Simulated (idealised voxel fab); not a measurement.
Title: Process Module voxel double patterning
The figure presents cross-section cut, which has a width of 255 nm and is divided into square cells with an edge length of 5 nm.
In what follows, cross-sections appear as grids of square cells, described through bands that run from the top down, where every band is one or more rows of cells.
The band entry comprises the height of the band's top followed by the height of its bottom, expressed in nm, and subsequently the band's materials from left to right, each stated together with its width in nm. Where a single material is marked with the word "full width", that material fills the band from edge to edge. The word "blank" represents empty space.
We count height from 0. Below that, the starting wafer is all one material. The lowest band never ends at the bottom but goes on down; see "0..down" for how that is written.
It should be noted that a width expressed as "30..40" varies in equal increments from row to row of cells within the band, taking the value of the first number at the top row and that of the second number at the bottom row.
Step note "no alteration" = no cross-section cell changed.
Under "closed voids" you'll find the enclosed gaps, the ones with no way out to the top, that are 8 cells or bigger; each reads width x height at distance, with distance counted from the left edge, everything in nm.
Heads up: the bit after the settings on a step's line is the simulator's remark on that step.
overlay nm: for a step with a mask, the amount by which the mask lay right of where it was planned; a negative amount means left of it.
From here on the document is pairs. In a pair, the cross-section before one process step comes with the cross-section after it, and the latter goes no deeper than the lowest band that changed. What lies in between, the step and its settings, is written under the pair. A pair may be from a different run of this module on the same starting wafer than the pair above it, so it continues from that pair only where its entry headed "Prior to step" says so.
Prior to step:
	0..down = Si full width
	closed voids: none
after:
	5..0 = SiO2 full width
	Below 0, the layers are the same as they were.
	closed voids: none
Between before and after as drawn above: CONFORMAL_DEP (material SiO2; thk nm 5)
Prior to step: same picture as after in the pair right above, so we don't repeat it.
after:
	15..5 = polySi full width
	Below 5, the layers are the same as they were.
	closed voids: none
Between before and after as drawn above: DIRECTIONAL_DEP (material polySi; thk nm 10)
Prior to step: same picture as after in the pair right above, so we don't repeat it.
after:
	20..15 = SiN full width
	Below 15, the layers are the same as they were.
	closed voids: none
Between before and after as drawn above: DIRECTIONAL_DEP (material SiN; thk nm 5)
Prior to step: same picture as after in the pair right above, so we don't repeat it.
after:
	40..20 = 70 nm resist | 15 nm blank | 35 nm resist | 15 nm blank | 35 nm resist | 15 nm blank | 70 nm resist
	Below 20, the layers are the same as they were.
	closed voids: none
Between before and after as drawn above: PATTERN (tone open; mask id FIRST; material resist; width nm 15; pitch nm 50; thk nm 20; overlay nm 0)
Prior to step: same picture as after in the pair right above, so we don't repeat it.
after:
	40..20 = 70 nm resist | 15 nm blank | 35 nm resist | 15 nm blank | 35 nm resist | 15 nm blank | 70 nm resist
	20..15 = 70 nm SiN | 15 nm blank | 35 nm SiN | 15 nm blank | 35 nm SiN | 15 nm blank | 70 nm SiN
	Below 15, the layers are the same as they were.
	closed voids: none
Between before and after as drawn above: DIRECTIONAL_ETCH (etch materials SiN; depth nm 5)
Prior to step: same picture as after in the pair right above, so we don't repeat it.
after:
	20..15 = 70 nm SiN | 15 nm blank | 35 nm SiN | 15 nm blank | 35 nm SiN | 15 nm blank | 70 nm SiN
	Below 15, the layers are the same as they were.
	closed voids: none
Between before and after as drawn above: STRIP (etch materials resist)
Prior to step: same picture as after in the pair right above, so we don't repeat it.
after:
	30..25 = 70 nm aC | 15 nm blank | 35 nm aC | 15 nm blank | 35 nm aC | 15 nm blank | 70 nm aC
	25..20 = aC full width
	20..15 = 70 nm SiN | 15 nm aC | 35 nm SiN | 15 nm aC | 35 nm SiN | 15 nm aC | 70 nm SiN
	Below 15, the layers are the same as they were.
	closed voids: none
Between before and after as drawn above: DIRECTIONAL_DEP (material aC; thk nm 10)
Prior to step: same picture as after in the pair right above, so we don't repeat it.
after:
	60..30 = 95 nm resist | 15 nm blank | 35 nm resist | 15 nm blank | 95 nm resist
	30..25 = 70 nm aC | 15 nm resist | 35 nm aC | 15 nm resist | 35 nm aC | 15 nm resist | 70 nm aC
	Below 25, the layers are the same as they were.
	closed voids: none
Between before and after as drawn above: PATTERN (tone open; mask id SECOND; material resist; width nm 15; pitch nm 50; thk nm 30; overlay nm 0)
Prior to step: same picture as after in the pair right above, so we don't repeat it.
after:
	50..30 = 95 nm resist | 15 nm blank | 35 nm resist | 15 nm blank | 95 nm resist
	30..25 = 70 nm aC | 15 nm resist | 10 nm aC | 15 nm blank | 10 nm aC | 15 nm resist | 10 nm aC | 15 nm blank | 10 nm aC | 15 nm resist | 70 nm aC
	25..20 = 95 nm aC | 15 nm blank | 35 nm aC | 15 nm blank | 95 nm aC
	Below 20, the layers are the same as they were.
	closed voids: none
Between before and after as drawn above: DIRECTIONAL_ETCH (etch materials aC; depth nm 10)
Prior to step: same picture as after in the pair right above, so we don't repeat it.
after:
	30..25 = 70 nm aC | 15 nm blank | 10 nm aC | 15 nm blank | 10 nm aC | 15 nm blank | 10 nm aC | 15 nm blank | 10 nm aC | 15 nm blank | 70 nm aC
	Below 25, the layers are the same as they were.
	closed voids: none
Between before and after as drawn above: STRIP (etch materials resist)
Prior to step: same picture as after in the pair right above, so we don't repeat it.
after:
	30..25 = 70 nm aC | 15 nm blank | 10 nm aC | 15 nm blank | 10 nm aC | 15 nm blank | 10 nm aC | 15 nm blank | 10 nm aC | 15 nm blank | 70 nm aC
	25..20 = 95 nm aC | 15 nm blank | 35 nm aC | 15 nm blank | 95 nm aC
	20..15 = 70 nm SiN | 15 nm aC | 10 nm SiN | 15 nm blank | 10 nm SiN | 15 nm aC | 10 nm SiN | 15 nm blank | 10 nm SiN | 15 nm aC | 70 nm SiN
	Below 15, the layers are the same as they were.
	closed voids: none
Between before and after as drawn above: DIRECTIONAL_ETCH (etch materials SiN; depth nm 5)
Prior to step: same picture as after in the pair right above, so we don't repeat it.
after:
	20..15 = 70 nm SiN | 15 nm blank | 10 nm SiN | 15 nm blank | 10 nm SiN | 15 nm blank | 10 nm SiN | 15 nm blank | 10 nm SiN | 15 nm blank | 70 nm SiN
	Below 15, the layers are the same as they were.
	closed voids: none
Between before and after as drawn above: STRIP (etch materials aC)
Prior to step: same picture as after in the pair right above, so we don't repeat it.
after:
	20..15 = 70 nm SiN | 15 nm blank | 10 nm SiN | 15 nm blank | 10 nm SiN | 15 nm blank | 10 nm SiN | 15 nm blank | 10 nm SiN | 15 nm blank | 70 nm SiN
	15..5 = 70 nm polySi | 15 nm blank | 10 nm polySi | 15 nm blank | 10 nm polySi | 15 nm blank | 10 nm polySi | 15 nm blank | 10 nm polySi | 15 nm blank | 70 nm polySi
	Below 5, the layers are the same as they were.
	closed voids: none
Between before and after as drawn above: DIRECTIONAL_ETCH (etch materials polySi; depth nm 10)
Prior to step: same picture as after in the pair right above, so we don't repeat it.
after:
	15..5 = 70 nm polySi | 15 nm blank | 10 nm polySi | 15 nm blank | 10 nm polySi | 15 nm blank | 10 nm polySi | 15 nm blank | 10 nm polySi | 15 nm blank | 70 nm polySi
	Below 5, the layers are the same as they were.
	closed voids: none
Between before and after as drawn above: STRIP (etch materials SiN)
Prior to step:
	0..down = Si full width
	closed voids: none
after:
	10..0 = polySi full width
	Below 0, the layers are the same as they were.
	closed voids: none
Between before and after as drawn above: DIRECTIONAL_DEP (material polySi; thk nm 10)
Prior to step: same picture as after in the pair right above, so we don't repeat it.
after:
	15..10 = SiN full width
	Below 10, the layers are the same as they were.
	closed voids: none
Between before and after as drawn above: DIRECTIONAL_DEP (material SiN; thk nm 5)
Prior to step: same picture as after in the pair right above, so we don't repeat it.
after:
	35..15 = 70 nm resist | 15 nm blank | 35 nm resist | 15 nm blank | 35 nm resist | 15 nm blank | 70 nm resist
	Below 15, the layers are the same as they were.
	closed voids: none
Between before and after as drawn above: PATTERN (tone open; mask id FIRST; material resist; width nm 15; pitch nm 50; thk nm 20; overlay nm 0)
Prior to step: same picture as after in the pair right above, so we don't repeat it.
after:
	35..15 = 70 nm resist | 15 nm blank | 35 nm resist | 15 nm blank | 35 nm resist | 15 nm blank | 70 nm resist
	15..10 = 70 nm SiN | 15 nm blank | 35 nm SiN | 15 nm blank | 35 nm SiN | 15 nm blank | 70 nm SiN
	Below 10, the layers are the same as they were.
	closed voids: none
Between before and after as drawn above: DIRECTIONAL_ETCH (etch materials SiN; depth nm 5)
Prior to step: same picture as after in the pair right above, so we don't repeat it.
after:
	15..10 = 70 nm SiN | 15 nm blank | 35 nm SiN | 15 nm blank | 35 nm SiN | 15 nm blank | 70 nm SiN
	Below 10, the layers are the same as they were.
	closed voids: none
Between before and after as drawn above: STRIP (etch materials resist)
Prior to step: same picture as after in the pair right above, so we don't repeat it.
after:
	25..20 = 70 nm aC | 15 nm blank | 35 nm aC | 15 nm blank | 35 nm aC | 15 nm blank | 70 nm aC
	20..15 = aC full width
	15..10 = 70 nm SiN | 15 nm aC | 35 nm SiN | 15 nm aC | 35 nm SiN | 15 nm aC | 70 nm SiN
	Below 10, the layers are the same as they were.
	closed voids: none
Between before and after as drawn above: DIRECTIONAL_DEP (material aC; thk nm 10)
Prior to step: same picture as after in the pair right above, so we don't repeat it.
after:
	55..25 = 95 nm resist | 15 nm blank | 35 nm resist | 15 nm blank | 95 nm resist
	25..20 = 70 nm aC | 15 nm resist | 35 nm aC | 15 nm resist | 35 nm aC | 15 nm resist | 70 nm aC
	Below 20, the layers are the same as they were.
	closed voids: none
Between before and after as drawn above: PATTERN (tone open; mask id SECOND; material resist; width nm 15; pitch nm 50; thk nm 30; overlay nm 0)
Prior to step: same picture as after in the pair right above, so we don't repeat it.
after:
	45..25 = 95 nm resist | 15 nm blank | 35 nm resist | 15 nm blank | 95 nm resist
	25..20 = 70 nm aC | 15 nm resist | 10 nm aC | 15 nm blank | 10 nm aC | 15 nm resist | 10 nm aC | 15 nm blank | 10 nm aC | 15 nm resist | 70 nm aC
	20..15 = 95 nm aC | 15 nm blank | 35 nm aC | 15 nm blank | 95 nm aC
	Below 15, the layers are the same as they were.
	closed voids: none
Between before and after as drawn above: DIRECTIONAL_ETCH (etch materials aC; depth nm 10)
Prior to step: same picture as after in the pair right above, so we don't repeat it.
after:
	25..20 = 70 nm aC | 15 nm blank | 10 nm aC | 15 nm blank | 10 nm aC | 15 nm blank | 10 nm aC | 15 nm blank | 10 nm aC | 15 nm blank | 70 nm aC
	Below 20, the layers are the same as they were.
	closed voids: none
Between before and after as drawn above: STRIP (etch materials resist)
Prior to step: same picture as after in the pair right above, so we don't repeat it.
after:
	25..20 = 70 nm aC | 15 nm blank | 10 nm aC | 15 nm blank | 10 nm aC | 15 nm blank | 10 nm aC | 15 nm blank | 10 nm aC | 15 nm blank | 70 nm aC
	20..15 = 95 nm aC | 15 nm blank | 35 nm aC | 15 nm blank | 95 nm aC
	15..10 = 70 nm SiN | 15 nm aC | 10 nm SiN | 15 nm blank | 10 nm SiN | 15 nm aC | 10 nm SiN | 15 nm blank | 10 nm SiN | 15 nm aC | 70 nm SiN
	Below 10, the layers are the same as they were.
	closed voids: none
Between before and after as drawn above: DIRECTIONAL_ETCH (etch materials SiN; depth nm 5)
Prior to step: same picture as after in the pair right above, so we don't repeat it.
after:
	15..10 = 70 nm SiN | 15 nm blank | 10 nm SiN | 15 nm blank | 10 nm SiN | 15 nm blank | 10 nm SiN | 15 nm blank | 10 nm SiN | 15 nm blank | 70 nm SiN
	Below 10, the layers are the same as they were.
	closed voids: none
Between before and after as drawn above: STRIP (etch materials aC)
Prior to step: same picture as after in the pair right above, so we don't repeat it.
after:
	15..10 = 70 nm SiN | 15 nm blank | 10 nm SiN | 15 nm blank | 10 nm SiN | 15 nm blank | 10 nm SiN | 15 nm blank | 10 nm SiN | 15 nm blank | 70 nm SiN
	10..0 = 70 nm polySi | 15 nm blank | 10 nm polySi | 15 nm blank | 10 nm polySi | 15 nm blank | 10 nm polySi | 15 nm blank | 10 nm polySi | 15 nm blank | 70 nm polySi
	Below 0, the layers are the same as they were.
	closed voids: none
Between before and after as drawn above: DIRECTIONAL_ETCH (etch materials polySi; depth nm 10)
Prior to step: same picture as after in the pair right above, so we don't repeat it.
after:
	10..0 = 70 nm polySi | 15 nm blank | 10 nm polySi | 15 nm blank | 10 nm polySi | 15 nm blank | 10 nm polySi | 15 nm blank | 10 nm polySi | 15 nm blank | 70 nm polySi
	Below 0, the layers are the same as they were.
	closed voids: none
Between before and after as drawn above: STRIP (etch materials SiN)
Prior to step:
	10..0 = polySi full width
	0..down = Si full width
	closed voids: none
after:
	15..10 = SiO2 full width
	Below 10, the layers are the same as they were.
	closed voids: none
Between before and after as drawn above: CONFORMAL_DEP (material SiO2; thk nm 5)
Prior to step: same picture as after in the pair right above, so we don't repeat it.
after:
	20..15 = SiN full width
	Below 15, the layers are the same as they were.
	closed voids: none
Between before and after as drawn above: DIRECTIONAL_DEP (material SiN; thk nm 5)
Prior to step: same picture as after in the pair right above, so we don't repeat it.
after:
	40..20 = 70 nm resist | 15 nm blank | 35 nm resist | 15 nm blank | 35 nm resist | 15 nm blank | 70 nm resist
	Below 20, the layers are the same as they were.
	closed voids: none
Between before and after as drawn above: PATTERN (tone open; mask id FIRST; material resist; width nm 15; pitch nm 50; thk nm 20; overlay nm 0)
Prior to step: same picture as after in the pair right above, so we don't repeat it.
after:
	40..20 = 70 nm resist | 15 nm blank | 35 nm resist | 15 nm blank | 35 nm resist | 15 nm blank | 70 nm resist
	20..15 = 70 nm SiN | 15 nm blank | 35 nm SiN | 15 nm blank | 35 nm SiN | 15 nm blank | 70 nm SiN
	Below 15, the layers are the same as they were.
	closed voids: none
Between before and after as drawn above: DIRECTIONAL_ETCH (etch materials SiN; depth nm 5)
Prior to step: same picture as after in the pair right above, so we don't repeat it.
after:
	20..15 = 70 nm SiN | 15 nm blank | 35 nm SiN | 15 nm blank | 35 nm SiN | 15 nm blank | 70 nm SiN
	Below 15, the layers are the same as they were.
	closed voids: none
Between before and after as drawn above: STRIP (etch materials resist)
Prior to step: same picture as after in the pair right above, so we don't repeat it.
after:
	30..25 = 70 nm aC | 15 nm blank | 35 nm aC | 15 nm blank | 35 nm aC | 15 nm blank | 70 nm aC
	25..20 = aC full width
	20..15 = 70 nm SiN | 15 nm aC | 35 nm SiN | 15 nm aC | 35 nm SiN | 15 nm aC | 70 nm SiN
	Below 15, the layers are the same as they were.
	closed voids: none
Between before and after as drawn above: DIRECTIONAL_DEP (material aC; thk nm 10)
Prior to step: same picture as after in the pair right above, so we don't repeat it.
after:
	60..30 = 95 nm resist | 15 nm blank | 35 nm resist | 15 nm blank | 95 nm resist
	30..25 = 70 nm aC | 15 nm resist | 35 nm aC | 15 nm resist | 35 nm aC | 15 nm resist | 70 nm aC
	Below 25, the layers are the same as they were.
	closed voids: none
Between before and after as drawn above: PATTERN (tone open; mask id SECOND; material resist; width nm 15; pitch nm 50; thk nm 30; overlay nm 0)
Prior to step: same picture as after in the pair right above, so we don't repeat it.
after:
	50..30 = 95 nm resist | 15 nm blank | 35 nm resist | 15 nm blank | 95 nm resist
	30..25 = 70 nm aC | 15 nm resist | 10 nm aC | 15 nm blank | 10 nm aC | 15 nm resist | 10 nm aC | 15 nm blank | 10 nm aC | 15 nm resist | 70 nm aC
	25..20 = 95 nm aC | 15 nm blank | 35 nm aC | 15 nm blank | 95 nm aC
	Below 20, the layers are the same as they were.
	closed voids: none
Between before and after as drawn above: DIRECTIONAL_ETCH (etch materials aC; depth nm 10)
Prior to step: same picture as after in the pair right above, so we don't repeat it.
after:
	30..25 = 70 nm aC | 15 nm blank | 10 nm aC | 15 nm blank | 10 nm aC | 15 nm blank | 10 nm aC | 15 nm blank | 10 nm aC | 15 nm blank | 70 nm aC
	Below 25, the layers are the same as they were.
	closed voids: none
Between before and after as drawn above: STRIP (etch materials resist)
Prior to step: same picture as after in the pair right above, so we don't repeat it.
after:
	30..25 = 70 nm aC | 15 nm blank | 10 nm aC | 15 nm blank | 10 nm aC | 15 nm blank | 10 nm aC | 15 nm blank | 10 nm aC | 15 nm blank | 70 nm aC
	25..20 = 95 nm aC | 15 nm blank | 35 nm aC | 15 nm blank | 95 nm aC
	20..15 = 70 nm SiN | 15 nm aC | 10 nm SiN | 15 nm blank | 10 nm SiN | 15 nm aC | 10 nm SiN | 15 nm blank | 10 nm SiN | 15 nm aC | 70 nm SiN
	Below 15, the layers are the same as they were.
	closed voids: none
Between before and after as drawn above: DIRECTIONAL_ETCH (etch materials SiN; depth nm 5)
Prior to step: same picture as after in the pair right above, so we don't repeat it.
after:
	20..15 = 70 nm SiN | 15 nm blank | 10 nm SiN | 15 nm blank | 10 nm SiN | 15 nm blank | 10 nm SiN | 15 nm blank | 10 nm SiN | 15 nm blank | 70 nm SiN
	Below 15, the layers are the same as they were.
	closed voids: none
Between before and after as drawn above: STRIP (etch materials aC)
Prior to step: same picture as after in the pair right above, so we don't repeat it.
after:
	15..10 = SiO2 full width
	Below 10, the layers are the same as they were.
	closed voids: none
Between before and after as drawn above: STRIP (etch materials SiN)
Prior to step:
	5..0 = SiO2 full width
	0..down = Si full width
	closed voids: none
after:
	20..5 = polySi full width
	Below 5, the layers are the same as they were.
	closed voids: none
Between before and after as drawn above: DIRECTIONAL_DEP (material polySi; thk nm 15)
Prior to step: same picture as after in the pair right above, so we don't repeat it.
after:
	25..20 = SiN full width
	Below 20, the layers are the same as they were.
	closed voids: none
Between before and after as drawn above: DIRECTIONAL_DEP (material SiN; thk nm 5)
Prior to step: same picture as after in the pair right above, so we don't repeat it.
after:
	45..25 = 70 nm resist | 15 nm blank | 35 nm resist | 15 nm blank | 35 nm resist | 15 nm blank | 70 nm resist
	Below 25, the layers are the same as they were.
	closed voids: none
Between before and after as drawn above: PATTERN (tone open; mask id FIRST; material resist; width nm 15; pitch nm 50; thk nm 20; overlay nm 0)
Prior to step: same picture as after in the pair right above, so we don't repeat it.
after:
	45..25 = 70 nm resist | 15 nm blank | 35 nm resist | 15 nm blank | 35 nm resist | 15 nm blank | 70 nm resist
	25..20 = 70 nm SiN | 15 nm blank | 35 nm SiN | 15 nm blank | 35 nm SiN | 15 nm blank | 70 nm SiN
	Below 20, the layers are the same as they were.
	closed voids: none
Between before and after as drawn above: DIRECTIONAL_ETCH (etch materials SiN; depth nm 5)
Prior to step: same picture as after in the pair right above, so we don't repeat it.
after:
	25..20 = 70 nm SiN | 15 nm blank | 35 nm SiN | 15 nm blank | 35 nm SiN | 15 nm blank | 70 nm SiN
	Below 20, the layers are the same as they were.
	closed voids: none
Between before and after as drawn above: STRIP (etch materials resist)
Prior to step: same picture as after in the pair right above, so we don't repeat it.
after:
	35..30 = 70 nm aC | 15 nm blank | 35 nm aC | 15 nm blank | 35 nm aC | 15 nm blank | 70 nm aC
	30..25 = aC full width
	25..20 = 70 nm SiN | 15 nm aC | 35 nm SiN | 15 nm aC | 35 nm SiN | 15 nm aC | 70 nm SiN
	Below 20, the layers are the same as they were.
	closed voids: none
Between before and after as drawn above: DIRECTIONAL_DEP (material aC; thk nm 10)
Prior to step: same picture as after in the pair right above, so we don't repeat it.
after:
	65..35 = 95 nm resist | 15 nm blank | 35 nm resist | 15 nm blank | 95 nm resist
	35..30 = 70 nm aC | 15 nm resist | 35 nm aC | 15 nm resist | 35 nm aC | 15 nm resist | 70 nm aC
	Below 30, the layers are the same as they were.
	closed voids: none
Between before and after as drawn above: PATTERN (tone open; mask id SECOND; material resist; width nm 15; pitch nm 50; thk nm 30; overlay nm 0)
Prior to step: same picture as after in the pair right above, so we don't repeat it.
after:
	55..35 = 95 nm resist | 15 nm blank | 35 nm resist | 15 nm blank | 95 nm resist
	35..30 = 70 nm aC | 15 nm resist | 10 nm aC | 15 nm blank | 10 nm aC | 15 nm resist | 10 nm aC | 15 nm blank | 10 nm aC | 15 nm resist | 70 nm aC
	30..25 = 95 nm aC | 15 nm blank | 35 nm aC | 15 nm blank | 95 nm aC
	Below 25, the layers are the same as they were.
	closed voids: none
Between before and after as drawn above: DIRECTIONAL_ETCH (etch materials aC; depth nm 10)
Prior to step: same picture as after in the pair right above, so we don't repeat it.
after:
	35..30 = 70 nm aC | 15 nm blank | 10 nm aC | 15 nm blank | 10 nm aC | 15 nm blank | 10 nm aC | 15 nm blank | 10 nm aC | 15 nm blank | 70 nm aC
	Below 30, the layers are the same as they were.
	closed voids: none
Between before and after as drawn above: STRIP (etch materials resist)
Prior to step: same picture as after in the pair right above, so we don't repeat it.
after:
	35..30 = 70 nm aC | 15 nm blank | 10 nm aC | 15 nm blank | 10 nm aC | 15 nm blank | 10 nm aC | 15 nm blank | 10 nm aC | 15 nm blank | 70 nm aC
	30..25 = 95 nm aC | 15 nm blank | 35 nm aC | 15 nm blank | 95 nm aC
	25..20 = 70 nm SiN | 15 nm aC | 10 nm SiN | 15 nm blank | 10 nm SiN | 15 nm aC | 10 nm SiN | 15 nm blank | 10 nm SiN | 15 nm aC | 70 nm SiN
	Below 20, the layers are the same as they were.
	closed voids: none
Between before and after as drawn above: DIRECTIONAL_ETCH (etch materials SiN; depth nm 5)
Prior to step: same picture as after in the pair right above, so we don't repeat it.
after:
	25..20 = 70 nm SiN | 15 nm blank | 10 nm SiN | 15 nm blank | 10 nm SiN | 15 nm blank | 10 nm SiN | 15 nm blank | 10 nm SiN | 15 nm blank | 70 nm SiN
	Below 20, the layers are the same as they were.
	closed voids: none
Between before and after as drawn above: STRIP (etch materials aC)
Prior to step: same picture as after in the pair right above, so we don't repeat it.
after:
	25..20 = 70 nm SiN | 15 nm blank | 10 nm SiN | 15 nm blank | 10 nm SiN | 15 nm blank | 10 nm SiN | 15 nm blank | 10 nm SiN | 15 nm blank | 70 nm SiN
	20..10 = 70 nm polySi | 15 nm blank | 10 nm polySi | 15 nm blank | 10 nm polySi | 15 nm blank | 10 nm polySi | 15 nm blank | 10 nm polySi | 15 nm blank | 70 nm polySi
	Below 10, the layers are the same as they were.
	closed voids: none
Between before and after as drawn above: DIRECTIONAL_ETCH (etch materials polySi; depth nm 10)
Prior to step: same picture as after in the pair right above, so we don't repeat it.
after:
	20..10 = 70 nm polySi | 15 nm blank | 10 nm polySi | 15 nm blank | 10 nm polySi | 15 nm blank | 10 nm polySi | 15 nm blank | 10 nm polySi | 15 nm blank | 70 nm polySi
	Below 10, the layers are the same as they were.
	closed voids: none
Between before and after as drawn above: STRIP (etch materials SiN)
Prior to step:
	20..15 = SiN full width
	15..5 = polySi full width
	5..0 = SiO2 full width
	0..down = Si full width
	closed voids: none
after:
	40..20 = 70 nm resist | 20 nm blank | 30 nm resist | 20 nm blank | 30 nm resist | 20 nm blank | 65 nm resist
	Below 20, the layers are the same as they were.
	closed voids: none
Between before and after as drawn above: PATTERN (tone open; mask id FIRST; material resist; width nm 20; pitch nm 50; thk nm 20; overlay nm 0)
Prior to step: same picture as after in the pair right above, so we don't repeat it.
after:
	40..20 = 70 nm resist | 20 nm blank | 30 nm resist | 20 nm blank | 30 nm resist | 20 nm blank | 65 nm resist
	20..15 = 70 nm SiN | 20 nm blank | 30 nm SiN | 20 nm blank | 30 nm SiN | 20 nm blank | 65 nm SiN
	Below 15, the layers are the same as they were.
	closed voids: none
Between before and after as drawn above: DIRECTIONAL_ETCH (etch materials SiN; depth nm 5)
Prior to step: same picture as after in the pair right above, so we don't repeat it.
after:
	20..15 = 70 nm SiN | 20 nm blank | 30 nm SiN | 20 nm blank | 30 nm SiN | 20 nm blank | 65 nm SiN
	Below 15, the layers are the same as they were.
	closed voids: none
Between before and after as drawn above: STRIP (etch materials resist)
Prior to step: same picture as after in the pair right above, so we don't repeat it.
after:
	30..25 = 70 nm aC | 20 nm blank | 30 nm aC | 20 nm blank | 30 nm aC | 20 nm blank | 65 nm aC
	25..20 = aC full width
	20..15 = 70 nm SiN | 20 nm aC | 30 nm SiN | 20 nm aC | 30 nm SiN | 20 nm aC | 65 nm SiN
	Below 15, the layers are the same as they were.
	closed voids: none
Between before and after as drawn above: DIRECTIONAL_DEP (material aC; thk nm 10)
Prior to step: same picture as after in the pair right above, so we don't repeat it.
after:
	60..30 = 95 nm resist | 15 nm blank | 35 nm resist | 15 nm blank | 95 nm resist
	30..25 = 70 nm aC | 20 nm resist | 30 nm aC | 20 nm resist | 30 nm aC | 20 nm resist | 65 nm aC
	Below 25, the layers are the same as they were.
	closed voids: none
Between before and after as drawn above: PATTERN (tone open; mask id SECOND; material resist; width nm 15; pitch nm 50; thk nm 30; overlay nm 0)
Prior to step: same picture as after in the pair right above, so we don't repeat it.
after:
	50..30 = 95 nm resist | 15 nm blank | 35 nm resist | 15 nm blank | 95 nm resist
	30..25 = 70 nm aC | 20 nm resist | 5 nm aC | 15 nm blank | 10 nm aC | 20 nm resist | 5 nm aC | 15 nm blank | 10 nm aC | 20 nm resist | 65 nm aC
	25..20 = 95 nm aC | 15 nm blank | 35 nm aC | 15 nm blank | 95 nm aC
	Below 20, the layers are the same as they were.
	closed voids: none
Between before and after as drawn above: DIRECTIONAL_ETCH (etch materials aC; depth nm 10)
Prior to step: same picture as after in the pair right above, so we don't repeat it.
after:
	30..25 = 70 nm aC | 20 nm blank | 5 nm aC | 15 nm blank | 10 nm aC | 20 nm blank | 5 nm aC | 15 nm blank | 10 nm aC | 20 nm blank | 65 nm aC
	Below 25, the layers are the same as they were.
	closed voids: none
Between before and after as drawn above: STRIP (etch materials resist)
Prior to step: same picture as after in the pair right above, so we don't repeat it.
after:
	30..25 = 70 nm aC | 20 nm blank | 5 nm aC | 15 nm blank | 10 nm aC | 20 nm blank | 5 nm aC | 15 nm blank | 10 nm aC | 20 nm blank | 65 nm aC
	25..20 = 95 nm aC | 15 nm blank | 35 nm aC | 15 nm blank | 95 nm aC
	20..15 = 70 nm SiN | 20 nm aC | 5 nm SiN | 15 nm blank | 10 nm SiN | 20 nm aC | 5 nm SiN | 15 nm blank | 10 nm SiN | 20 nm aC | 65 nm SiN
	Below 15, the layers are the same as they were.
	closed voids: none
Between before and after as drawn above: DIRECTIONAL_ETCH (etch materials SiN; depth nm 5)
Prior to step: same picture as after in the pair right above, so we don't repeat it.
after:
	20..15 = 70 nm SiN | 20 nm blank | 5 nm SiN | 15 nm blank | 10 nm SiN | 20 nm blank | 5 nm SiN | 15 nm blank | 10 nm SiN | 20 nm blank | 65 nm SiN
	Below 15, the layers are the same as they were.
	closed voids: none
Between before and after as drawn above: STRIP (etch materials aC)
Prior to step: same picture as after in the pair right above, so we don't repeat it.
after:
	20..15 = 70 nm SiN | 20 nm blank | 5 nm SiN | 15 nm blank | 10 nm SiN | 20 nm blank | 5 nm SiN | 15 nm blank | 10 nm SiN | 20 nm blank | 65 nm SiN
	15..5 = 70 nm polySi | 20 nm blank | 5 nm polySi | 15 nm blank | 10 nm polySi | 20 nm blank | 5 nm polySi | 15 nm blank | 10 nm polySi | 20 nm blank | 65 nm polySi
	Below 5, the layers are the same as they were.
	closed voids: none
Between before and after as drawn above: DIRECTIONAL_ETCH (etch materials polySi; depth nm 10)
Prior to step: same picture as after in the pair right above, so we don't repeat it.
after:
	15..5 = 70 nm polySi | 20 nm blank | 5 nm polySi | 15 nm blank | 10 nm polySi | 20 nm blank | 5 nm polySi | 15 nm blank | 10 nm polySi | 20 nm blank | 65 nm polySi
	Below 5, the layers are the same as they were.
	closed voids: none
Between before and after as drawn above: STRIP (etch materials SiN)
Prior to step:
	20..15 = SiN full width
	15..5 = polySi full width
	5..0 = SiO2 full width
	0..down = Si full width
	closed voids: none
after:
	40..20 = 75 nm resist | 15 nm blank | 35 nm resist | 15 nm blank | 35 nm resist | 15 nm blank | 65 nm resist
	Below 20, the layers are the same as they were.
	closed voids: none
Between before and after as drawn above: PATTERN (tone open; mask id FIRST; material resist; width nm 15; pitch nm 50; thk nm 20; overlay nm 5)
Prior to step: same picture as after in the pair right above, so we don't repeat it.
after:
	40..20 = 75 nm resist | 15 nm blank | 35 nm resist | 15 nm blank | 35 nm resist | 15 nm blank | 65 nm resist
	20..15 = 75 nm SiN | 15 nm blank | 35 nm SiN | 15 nm blank | 35 nm SiN | 15 nm blank | 65 nm SiN
	Below 15, the layers are the same as they were.
	closed voids: none
Between before and after as drawn above: DIRECTIONAL_ETCH (etch materials SiN; depth nm 5)
Prior to step: same picture as after in the pair right above, so we don't repeat it.
after:
	20..15 = 75 nm SiN | 15 nm blank | 35 nm SiN | 15 nm blank | 35 nm SiN | 15 nm blank | 65 nm SiN
	Below 15, the layers are the same as they were.
	closed voids: none
Between before and after as drawn above: STRIP (etch materials resist)
Prior to step: same picture as after in the pair right above, so we don't repeat it.
after:
	30..25 = 75 nm aC | 15 nm blank | 35 nm aC | 15 nm blank | 35 nm aC | 15 nm blank | 65 nm aC
	25..20 = aC full width
	20..15 = 75 nm SiN | 15 nm aC | 35 nm SiN | 15 nm aC | 35 nm SiN | 15 nm aC | 65 nm SiN
	Below 15, the layers are the same as they were.
	closed voids: none
Between before and after as drawn above: DIRECTIONAL_DEP (material aC; thk nm 10)
Prior to step: same picture as after in the pair right above, so we don't repeat it.
after:
	60..30 = 95 nm resist | 15 nm blank | 35 nm resist | 15 nm blank | 95 nm resist
	30..25 = 75 nm aC | 15 nm resist | 35 nm aC | 15 nm resist | 35 nm aC | 15 nm resist | 65 nm aC
	Below 25, the layers are the same as they were.
	closed voids: none
Between before and after as drawn above: PATTERN (tone open; mask id SECOND; material resist; width nm 15; pitch nm 50; thk nm 30; overlay nm 0)
Prior to step: same picture as after in the pair right above, so we don't repeat it.
after:
	50..30 = 95 nm resist | 15 nm blank | 35 nm resist | 15 nm blank | 95 nm resist
	30..25 = 75 nm aC | 15 nm resist | 5 nm aC | 15 nm blank | 15 nm aC | 15 nm resist | 5 nm aC | 15 nm blank | 15 nm aC | 15 nm resist | 65 nm aC
	25..20 = 95 nm aC | 15 nm blank | 35 nm aC | 15 nm blank | 95 nm aC
	Below 20, the layers are the same as they were.
	closed voids: none
Between before and after as drawn above: DIRECTIONAL_ETCH (etch materials aC; depth nm 10)
Prior to step: same picture as after in the pair right above, so we don't repeat it.
after:
	30..25 = 75 nm aC | 15 nm blank | 5 nm aC | 15 nm blank | 15 nm aC | 15 nm blank | 5 nm aC | 15 nm blank | 15 nm aC | 15 nm blank | 65 nm aC
	Below 25, the layers are the same as they were.
	closed voids: none
Between before and after as drawn above: STRIP (etch materials resist)
